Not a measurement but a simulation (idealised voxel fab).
process module | voxel ribs on slabs
cross-section cut | 240 nm wide | cells 5 nm
A cross-section is a grid of square cells, given in bands from the top down. A band is one or more rows of cells.
Each band's line starts with the height of the band's top and of its bottom, in nm. Then come its materials from left to right, each with its width in nm. One material with "throughout" fills the band from edge to edge. "air" is empty space.
Height 0 is the level under which the wafer as received is all one material. The lowest band goes on downwards, as in "0 down".
A width such as "30 to 40" changes by the same amount from each row of cells to the next, from the band's top row to its bottom row.
"no change" after a step means that no cell of the cross-section changed.
closed voids: empty space of 8 cells or more with no open way to the top, each as width x height at its distance from the left edge, in nm
after a step's settings: what the simulator itself notes on the step
overlay nm, on a step with a mask: how far to the right of its planned place the mask lay; to the left if negative
plan
1 op RECEIVE | material Si
2 op DIRECTIONAL_DEP | material SiO2 | thk nm 25
3 op DIRECTIONAL_DEP | material SiN | thk nm 25
4 op PATTERN | tone cover | mask id RIB | material resist | width nm 30 | thk nm 20 | overlay nm 0
5 op DIRECTIONAL_ETCH | etch materials SiN | depth nm 5
6 op STRIP | etch materials resist
7 op PATTERN | tone cover | mask id SLAB | material resist | width nm 90 | thk nm 15 | overlay nm 0
8 op DIRECTIONAL_ETCH | etch materials SiN | depth nm 20
9 op STRIP | etch materials resist
10 op FILL_DEP | material SiO2 | thk nm 20
11 op CMP | height nm 65
12 op DIRECTIONAL_DEP | material W | thk nm 5
13 op DIRECTIONAL_DEP | material aC | thk nm 10
14 op PATTERN | tone cover | mask id HEATER | material resist | width nm 40 | thk nm 30 | overlay nm 0
15 op DIRECTIONAL_ETCH | etch materials aC | depth nm 10
16 op STRIP | etch materials resist
17 op DIRECTIONAL_ETCH | etch materials W | depth nm 5
18 op STRIP | etch materials aC
19 op CONFORMAL_DEP | material SiO2 | thk nm 5
as received, after step 1
  0 down: Si throughout
  closed voids: none
first wafer at the end, as planned
  75 to 70: air 95 | SiO2 50 | air 95
  70 to 65: SiO2 100 | W 40 | SiO2 100
  65 to 50: SiO2 throughout
  50 to 45: SiO2 105 | SiN 30 | SiO2 105
  45 to 25: SiO2 75 | SiN 90 | SiO2 75
  25 to 0: SiO2 throughout
  0 down: Si throughout
  closed voids: none
second wafer at the end: like start, like plan, one mistake
  75 to 70: air 95 | SiO2 50 | air 95
  70 to 65: SiO2 100 | W 40 | SiO2 100
  65 to 50: SiO2 throughout
  50 to 35: SiO2 105 | SiN 30 | SiO2 105
  35 to 25: SiO2 75 | SiN 90 | SiO2 75
  25 to 0: SiO2 throughout
  0 down: Si throughout
  closed voids: none
what went wrong: step 5 ran as: op DIRECTIONAL_ETCH | etch materials SiN | depth nm 15
at the end the second wafer has, in cells: 24 fewer of SiN | 24 more of SiO2
